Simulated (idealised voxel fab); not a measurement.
process module | voxel released beams
cross-section cut | 250 nm wide | cells 5 nm
A cross-section is a grid of square cells, given in bands from the top down. A band is one or more rows of cells.
Each band's line starts with the height of the band's top and of its bottom, in nm. Then come its materials from left to right, each with its width in nm. One material with "throughout" fills the band from edge to edge. "air" is empty space.
Height 0 is the level under which the wafer as received is all one material. The lowest band goes on downwards, as in "0 down".
A width such as "30 to 40" changes by the same amount from each row of cells to the next, from the band's top row to its bottom row.
"no change" after a step means that no cell of the cross-section changed.
closed voids: empty space of 8 cells or more with no open way to the top, each as width x height at its distance from the left edge, in nm
after a step's settings: what the simulator itself notes on the step
overlay nm, on a step with a mask: how far to the right of its planned place the mask lay; to the left if negative
plan
1 op RECEIVE | material Si
2 op CONFORMAL_DEP | material Al2O3 | thk nm 10
3 op DIRECTIONAL_DEP | material SiO2 | thk nm 20
4 op DIRECTIONAL_DEP | material aC | thk nm 15
5 op PATTERN | tone open | mask id ANCHOR | material resist | width nm 30 | thk nm 35 | overlay nm 0
6 op DIRECTIONAL_ETCH | etch materials aC | depth nm 15
7 op STRIP | etch materials resist
8 op DIRECTIONAL_ETCH | etch materials SiO2 | depth nm 20
9 op STRIP | etch materials aC
10 op CONFORMAL_DEP | material W | thk nm 10
11 op DIRECTIONAL_DEP | material aC | thk nm 10
12 op PATTERN | tone cover | mask id BEAM | material resist | width nm 90 | thk nm 25 | overlay nm 0
13 op DIRECTIONAL_ETCH | etch materials aC | depth nm 10
14 op STRIP | etch materials resist
15 op DIRECTIONAL_ETCH | etch materials W | depth nm 10
16 op STRIP | etch materials aC
17 op STRIP | etch materials SiO2
as received, after step 1
  0 down: Si throughout
  closed voids: none
first wafer at the end, as planned
  40 to 30: air 75 | W 15 | air 10 | W 65 | air 85
  30 to 20: air 80 | W 10 | air 10 | W 10 | air 140
  20 to 10: air 80 | W 30 | air 140
  10 to 0: Al2O3 throughout
  0 down: Si throughout
  closed voids: none
second wafer at the end: like start, like plan, one mistake
  40 to 30: air 75 | W 45 | air 130
  30 to 20: air 70 | W 10 | SiO2 30 | W 10 | air 130
  20 to 10: air 70 | W 10 | SiO2 30 | W 55 | air 85
  10 to 0: Al2O3 throughout
  0 down: Si throughout
  closed voids: none
what went wrong: step 5 ran as: op PATTERN | tone cover | mask id ANCHOR | material resist | width nm 30 | thk nm 35 | overlay nm 0
at the end the second wafer has, in cells: 24 more of SiO2
